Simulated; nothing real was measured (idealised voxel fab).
Process module heading - voxel ribs on slabs
Shown is cross-section cut, with a width of 185 nm and square cells of size 5 nm.
The cross-sections in this document take the form of a grid made of square cells. They are written out as bands, in order from top to bottom. Each band consists of one or more rows of cells. Heads up on the band format: heights come first, top then bottom, in nm. After that it's the materials left to right, each with its width in nm. A single material flagged "edge to edge" fills the whole band edge to edge, and "blank" means there's empty space there. All heights in this document are referenced to 0, defined as the level beneath which the wafer, as received, consists entirely of one material. The lowest band is not bounded below; it extends indefinitely downward and is written in the form "0 -> down". The width entry "30 to 40" should be interpreted row by row: the top row of cells in the band takes the first number, the bottom row takes the second number, and the change between adjacent rows is uniform throughout. "no change" -> step changed no cross-section cell. The label "Fully closed voids" introduces a list of the empty spaces, 8 cells or larger, that have no open way up to the top; each entry in it reads width x height at distance, where the distance is taken from the left edge and all three are stated in nm. On each step's line, the part that comes after the settings is the simulator's own comment on the step. For masked steps, "overlay nm" on the step line gives how far right of plan the mask actually lay; a minus sign means it lay to the left.
HERE'S WHAT THE PLANNED PROCESS STEPS LOOK LIKE
1 RECEIVE with material Si
2 DIRECTIONAL_DEP with material SiO2, thk nm 30
3 DIRECTIONAL_DEP with material polySi, thk nm 20
4 PATTERN with tone cover, mask id RIB, material resist, width nm 25, thk nm 20, overlay nm 0
5 DIRECTIONAL_ETCH with etch materials polySi, depth nm 15
6 STRIP with etch materials resist
7 PATTERN with tone cover, mask id SLAB, material resist, width nm 65, thk nm 20, overlay nm 0
8 DIRECTIONAL_ETCH with etch materials polySi, depth nm 5
9 STRIP with etch materials resist
10 FILL_DEP with material SiO2, thk nm 30
11 CMP with height nm 70
12 DIRECTIONAL_DEP with material W, thk nm 10
13 DIRECTIONAL_DEP with material aC, thk nm 10
14 PATTERN with tone cover, mask id HEATER, material resist, width nm 35, thk nm 30, overlay nm 0
15 DIRECTIONAL_ETCH with etch materials aC, depth nm 10
16 STRIP with etch materials resist
17 DIRECTIONAL_ETCH with etch materials W, depth nm 10
18 STRIP with etch materials aC
19 CONFORMAL_DEP with material SiN, thk nm 5
The value of width nm given for step 7 in the plan refers to the first wafer; the wafers vary in this setting and are alike at the start.
AS RECEIVED, I.E. AFTER STEP 1: CROSS-SECTION THROUGH THE FIRST OF SEVERAL WAFERS
> 0 -> down: Si edge to edge
> Fully closed voids: none
FIRST WAFER AT THE END, AFTER STEP 19
> 85 -> 80: blank: 70 | SiN: 45 | blank: 70
> 80 -> 75: blank: 70 | SiN: 5 | W: 35 | SiN: 5 | blank: 70
> 75 -> 70: SiN: 75 | W: 35 | SiN: 75
> 70 -> 50: SiO2 edge to edge
> 50 -> 35: SiO2: 80 | polySi: 25 | SiO2: 80
> 35 -> 30: SiO2: 60 | polySi: 65 | SiO2: 60
> 30 -> 0: SiO2 edge to edge
> 0 -> down: Si edge to edge
> Fully closed voids: none
AT THE END OF THE MODULE, THE LAST OF SEVERAL WAFERS IN CROSS-SECTION
> 85 -> 80: blank: 70 | SiN: 45 | blank: 70
> 80 -> 75: blank: 70 | SiN: 5 | W: 35 | SiN: 5 | blank: 70
> 75 -> 70: SiN: 75 | W: 35 | SiN: 75
> 70 -> 50: SiO2 edge to edge
> 50 -> 35: SiO2: 80 | polySi: 25 | SiO2: 80
> 35 -> 30: SiO2: 50 | polySi: 90 | SiO2: 45
> 30 -> 0: SiO2 edge to edge
> 0 -> down: Si edge to edge
> Fully closed voids: none
WAFER ROWS, END OF MODULE: CELLS PER MATERIAL GAINED (+) OR LOST (-) SINCE RECEIPT; CLOSED VOIDS LAST
width nm 65, +41 SiN, +490 SiO2, +14 W, +28 polySi, Fully closed voids: none
width nm 70, +41 SiN, +489 SiO2, +14 W, +29 polySi, Fully closed voids: none
width nm 75, +41 SiN, +488 SiO2, +14 W, +30 polySi, Fully closed voids: none
width nm 80, +41 SiN, +487 SiO2, +14 W, +31 polySi, Fully closed voids: none
width nm 85, +41 SiN, +486 SiO2, +14 W, +32 polySi, Fully closed voids: none
width nm 90, +41 SiN, +485 SiO2, +14 W, +33 polySi, Fully closed voids: none
